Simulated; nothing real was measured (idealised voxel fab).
voxel air gaps: a process module
The cross-section shown here is cut; it is 175 nm wide and divided into square cells measuring 5 nm on a side.
This document writes a cross-section as a grid whose cells are square, and gives it as bands, listed from the top down; one or more rows of cells form a band.
Heads up on the band format: heights come first, top then bottom, in nm. After that it's the materials left to right, each with its width in nm. A single material flagged "throughout" fills the whole band edge to edge, and "blank" means there's empty space there.
Heads up on the height convention: 0 is the point under which the incoming wafer is all one material, and the lowest band has no bottom, it just keeps going down, like "0 down".
The width entry "30->40" should be interpreted row by row: the top row of cells in the band takes the first number, the bottom row takes the second number, and the change between adjacent rows is uniform throughout.
"remained unchanged" after a step means that no cell of the cross-section changed.
Heads up: "Sealed void listing" only lists the empty pockets with no open path to the top that are 8 cells or more, and it writes them as width x height at distance, distance from the left edge, in nm.
On each step's line, the part that comes after the settings is the simulator's own comment on the step.
"overlay nm" on a masked step: distance the mask lay right of its planned place, negative for left.
SET OUT BELOW ARE THE PLANNED STEPS OF THE PROCESS
1: RECEIVE, material Si
2: CONFORMAL_DEP, material SiO2, thk nm 15
3: CONFORMAL_DEP, material SiN, thk nm 5
4: DIRECTIONAL_DEP, material SiO2, thk nm 35
5: MASKED_ETCH, tone open, mask id LINES, width nm 15, pitch nm 40, etch materials SiO2, depth nm 35, overlay nm -5
6: CONFORMAL_DEP, material TiN, thk nm 5
7: FILL_DEP, material Cu, thk nm 10
8: CMP, height nm 55
9: EPI, material Ru, thk nm 10
10: SELECTIVE_ETCH, etch materials SiO2, depth nm 45
11: CONFORMAL_DEP, material SiCN, thk nm 5
Where the wafers of this document differ is in the overlay nm of step 5; they start out the same, and the plan states the value that applied to the first wafer.
THE FIRST OF SEVERAL WAFERS, AS RECEIVED AFTER STEP 1, SEEN IN SECTION
> 0 down | Si throughout
> Sealed void listing: none
AFTER THE MODULE'S FINAL STEP, STEP 11: THE FIRST OF SEVERAL WAFERS IN CROSS-SECTION
> 70 to 65 | SiCN: 165, blank: 10
> 65 to 55 | SiCN: 5, Ru: 35, SiCN: 5, Ru: 35, SiCN: 5, Ru: 35, SiCN: 5, Ru: 35, SiCN: 5, blank: 10
> 55 to 50 | SiCN: 15, TiN: 5, Cu: 5, TiN: 5, SiCN: 25, TiN: 5, Cu: 5, TiN: 5, SiCN: 25, TiN: 5, Cu: 5, TiN: 5, SiCN: 25, TiN: 5, Cu: 5, TiN: 5, SiCN: 15, blank: 10
> 50 to 25 | blank: 10, SiCN: 5, TiN: 5, Cu: 5, TiN: 5, SiCN: 5, blank: 15, SiCN: 5, TiN: 5, Cu: 5, TiN: 5, SiCN: 5, blank: 15, SiCN: 5, TiN: 5, Cu: 5, TiN: 5, SiCN: 5, blank: 15, SiCN: 5, TiN: 5, Cu: 5, TiN: 5, SiCN: 5, blank: 20
> 25 to 20 | SiCN: 15, TiN: 15, SiCN: 25, TiN: 15, SiCN: 25, TiN: 15, SiCN: 25, TiN: 15, SiCN: 25
> 20 to 15 | SiN throughout
> 15 to 0 | SiO2 throughout
> 0 down | Si throughout
> Sealed void listing: 10 x 25 at 0; 15 x 25 at 35; 15 x 25 at 75; 15 x 25 at 115
THE LAST WAFER AS SEEN IN CROSS-SECTION AT THE END OF THE MODULE
> 70 to 65 | blank: 10, SiCN: 165
> 65 to 55 | blank: 10, SiCN: 5, Ru: 35, SiCN: 5, Ru: 35, SiCN: 5, Ru: 35, SiCN: 5, Ru: 35, SiCN: 5
> 55 to 50 | blank: 10, SiCN: 15, TiN: 5, Cu: 5, TiN: 5, SiCN: 25, TiN: 5, Cu: 5, TiN: 5, SiCN: 25, TiN: 5, Cu: 5, TiN: 5, SiCN: 25, TiN: 5, Cu: 5, TiN: 5, SiCN: 15
> 50 to 25 | blank: 20, SiCN: 5, TiN: 5, Cu: 5, TiN: 5, SiCN: 5, blank: 15, SiCN: 5, TiN: 5, Cu: 5, TiN: 5, SiCN: 5, blank: 15, SiCN: 5, TiN: 5, Cu: 5, TiN: 5, SiCN: 5, blank: 15, SiCN: 5, TiN: 5, Cu: 5, TiN: 5, SiCN: 5, blank: 10
> 25 to 20 | SiCN: 25, TiN: 15, SiCN: 25, TiN: 15, SiCN: 25, TiN: 15, SiCN: 25, TiN: 15, SiCN: 15
> 20 to 15 | SiN throughout
> 15 to 0 | SiO2 throughout
> 0 down | Si throughout
> Sealed void listing: 15 x 25 at 45; 15 x 25 at 85; 15 x 25 at 125; 10 x 25 at 165
WHAT FOLLOWS IS A TABLE IN WHICH EACH WAFER OCCUPIES A ROW; FOR THE WAFER AS IT STANDS AT THE CLOSE OF THE MODULE, THE ROW STATES, MATERIAL BY MATERIAL, HOW MANY CELLS HAVE BEEN GAINED (+) OR LOST (-) SINCE RECEIPT, AND THEN GIVES ITS CLOSED VOIDS
overlay nm -5; +24 Cu; +56 Ru; +127 SiCN; +35 SiN; +105 SiO2; +60 TiN; Sealed void listing: 10 x 25 at 0; 15 x 25 at 35; 15 x 25 at 75; 15 x 25 at 115
overlay nm 0; +24 Cu; +56 Ru; +127 SiCN; +35 SiN; +105 SiO2; +60 TiN; Sealed void listing: 15 x 25 at 40; 15 x 25 at 80; 15 x 25 at 120
overlay nm 5; +24 Cu; +56 Ru; +127 SiCN; +35 SiN; +105 SiO2; +60 TiN; Sealed void listing: 15 x 25 at 45; 15 x 25 at 85; 15 x 25 at 125; 10 x 25 at 165
